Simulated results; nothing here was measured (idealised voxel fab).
Presented below is a process module, voxel trench capacitor.
Each square cell in cross-section cut measures 5 nm, and the section as a whole is 285 nm wide.
How to read a cross-section here: the picture is a grid of square cells, written as bands going from the top down, and any band can span one or more rows of cells.
Heads up on the band format: heights come first, top then bottom, in nm. After that it's the materials left to right, each with its width in nm. A single material flagged "edge to edge" fills the whole band edge to edge, and "empty" means there's empty space there.
Height 0 is the level under which the wafer as received is all one material. The lowest band goes on downwards, as in "z 0 and below".
Read "30->40" as a graded width: first number on top, second number at the bottom, same change between each pair of neighbouring rows.
The designation "everything unchanged", where it is given for a processing step, indicates that no cell of the cross-section was altered in the course of that step.
Entry "Enclosed empty spaces" = empty spaces >= 8 cells with no open way to the top; each as width x height at distance, distance from left edge, all nm.
Note: text after step settings on the step line = simulator remark on that step.
overlay nm: on a step with a mask, how far right of its planned place the mask lay; negative means left.
## Listed below are the process steps as planned
1,RECEIVE: material Si
2,CONFORMAL_DEP: material SiN, thk nm 10
3,MASKED_ETCH: tone open, mask id TRENCH, width nm 25, pitch nm 55, etch materials SiN, depth nm 10, overlay nm 0
4,MASKED_ETCH: tone open, mask id TRENCH, width nm 25, pitch nm 55, etch materials Si, depth nm 40, overlay nm 0
5,CONFORMAL_DEP: material HfO2, thk nm 5
6,CONFORMAL_DEP: material TiN, thk nm 5
7,FILL_DEP: material W, thk nm 10
8,CMP: height nm 10
## As-received wafer cross-section (after step 1)
    z 0 and below  Si edge to edge
    Enclosed empty spaces: none
## The following cross-section depicts the wafer upon conclusion of the module. Processing commenced from the starting condition illustrated above and adhered to the plan illustrated above, save for one mistake in execution
    z 10 to 5  TiN 95 nm, HfO2 5 nm, SiN 25 nm, HfO2 5 nm, TiN 20 nm, HfO2 5 nm, SiN 25 nm, HfO2 5 nm, TiN 100 nm
    z 5 to 0  HfO2 100 nm, SiN 25 nm, HfO2 30 nm, SiN 25 nm, HfO2 105 nm
    z 0 and below  Si edge to edge
    Enclosed empty spaces: none
Processing error: step 3 was run on a setting that differed from the plan, and what really ran there is MASKED_ETCH: tone cover, mask id TRENCH, width nm 25, pitch nm 55, etch materials SiN, depth nm 10, overlay nm 0
